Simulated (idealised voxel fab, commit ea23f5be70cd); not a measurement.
Process module heading - voxel lift off
It is cross-section cut that appears here, measuring 250 nm in width, its square cells being 5 nm in size.
Bands, listed from the top down, are how a cross-section gets written in this document; the cross-section itself is a grid of square cells, and a band is one or more rows of them.
Quick guide to a band line: top height, bottom height (nm) up front; then every material left to right with its width in nm. Only one material and it's marked "all across"? Then it fills the band edge to edge. And "blank" just means empty space.
Height 0 is the level under which the wafer as received is all one material. The lowest band goes on downwards, as in "0 nm and below".
Width spec "30 to 40" -> top row of cells at first value, bottom row at second value, equal per-row change in between.
A step reported as "nothing changed" is a step in which no cell of the cross-section changed.
"Closed cavity list" enumerates empty spaces isolated from the top, with no open way to it, that contain at least 8 cells, giving each as width x height at distance from the left edge, all three in nm.
Whatever follows a step's settings on its line is a remark the simulator itself makes about that step.
"overlay nm" denotes, for a step that has a mask, the displacement of the mask to the right of its planned place, with negative values corresponding to the left.
# Set out below are the planned steps of the process
| 1 | RECEIVE (material Si) |
| 2 | CONFORMAL_DEP (material SiO2; thk nm 10) |
| 3 | PATTERN (tone open; mask id LINES; material resist; width nm 15; pitch nm 40; thk nm 25; overlay nm 0) |
| 4 | DIRECTIONAL_DEP (material Ru; thk nm 15) |
| 5 | STRIP (etch materials resist) |
| 6 | CONFORMAL_DEP (material SiO2; thk nm 5) |
# First of two wafers, with the run carried out as planned
# Cross-section of the wafer as it came to us, i.e., already through step 1
	0 nm and below  Si all across
	Closed cavity list: none
# Wafer after step 2 (cross-section)
	10 nm to 0 nm  SiO2 all across
	Whatever lies below 0 is exactly as it was before.
# Wafer after step 3 (cross-section)
	35 nm to 10 nm  resist (55), blank (15), resist (25), blank (15), resist (25), blank (15), resist (25), blank (15), resist (60)
	Whatever lies below 10 is exactly as it was before.
# Wafer after step 4 (cross-section)
	50 nm to 35 nm  Ru (55), blank (15), Ru (25), blank (15), Ru (25), blank (15), Ru (25), blank (15), Ru (60)
	35 nm to 25 nm  resist (55), blank (15), resist (25), blank (15), resist (25), blank (15), resist (25), blank (15), resist (60)
	25 nm to 10 nm  resist (55), Ru (15), resist (25), Ru (15), resist (25), Ru (15), resist (25), Ru (15), resist (60)
	Whatever lies below 10 is exactly as it was before.
# Wafer after step 5 (cross-section)
	25 nm to 10 nm  blank (55), Ru (15), blank (25), Ru (15), blank (25), Ru (15), blank (25), Ru (15), blank (60)
	Whatever lies below 10 is exactly as it was before.
# Wafer after step 6 (cross-section)
	30 nm to 25 nm  blank (50), SiO2 (25), blank (15), SiO2 (25), blank (15), SiO2 (25), blank (15), SiO2 (25), blank (55)
	25 nm to 15 nm  blank (50), SiO2 (5), Ru (15), SiO2 (5), blank (15), SiO2 (5), Ru (15), SiO2 (5), blank (15), SiO2 (5), Ru (15), SiO2 (5), blank (15), SiO2 (5), Ru (15), SiO2 (5), blank (55)
	15 nm to 10 nm  SiO2 (55), Ru (15), SiO2 (25), Ru (15), SiO2 (25), Ru (15), SiO2 (25), Ru (15), SiO2 (60)
	Whatever lies below 10 is exactly as it was before.
# Second Wafer (Identical Start and Plan, One Processing Error; Matches First Wafer Through Step 4)
# Cross-section of the second wafer at the time step 5 of the plan should have ended
	25 nm to 10 nm  blank (55), Ru (15), blank (25), Ru (15), blank (25), Ru (15), blank (25), Ru (15), blank (60)
	Whatever lies below 10 is exactly as it was before.
# Cross-section of the second wafer at the time step 6 of the plan should have ended
	30 nm to 25 nm  blank (50), SiO2 (25), blank (15), SiO2 (25), blank (15), SiO2 (25), blank (15), SiO2 (25), blank (55)
	25 nm to 15 nm  blank (50), SiO2 (5), Ru (15), SiO2 (5), blank (15), SiO2 (5), Ru (15), SiO2 (5), blank (15), SiO2 (5), Ru (15), SiO2 (5), blank (15), SiO2 (5), Ru (15), SiO2 (5), blank (55)
	15 nm to 10 nm  SiO2 (55), Ru (15), SiO2 (25), Ru (15), SiO2 (25), Ru (15), SiO2 (25), Ru (15), SiO2 (60)
	Whatever lies below 10 is exactly as it was before.
Which mistake was made when the wafer was run? the plan had its step 5 run twice
At process end the two wafers are indistinguishable in cross-section, so the error does not change what this model computes.
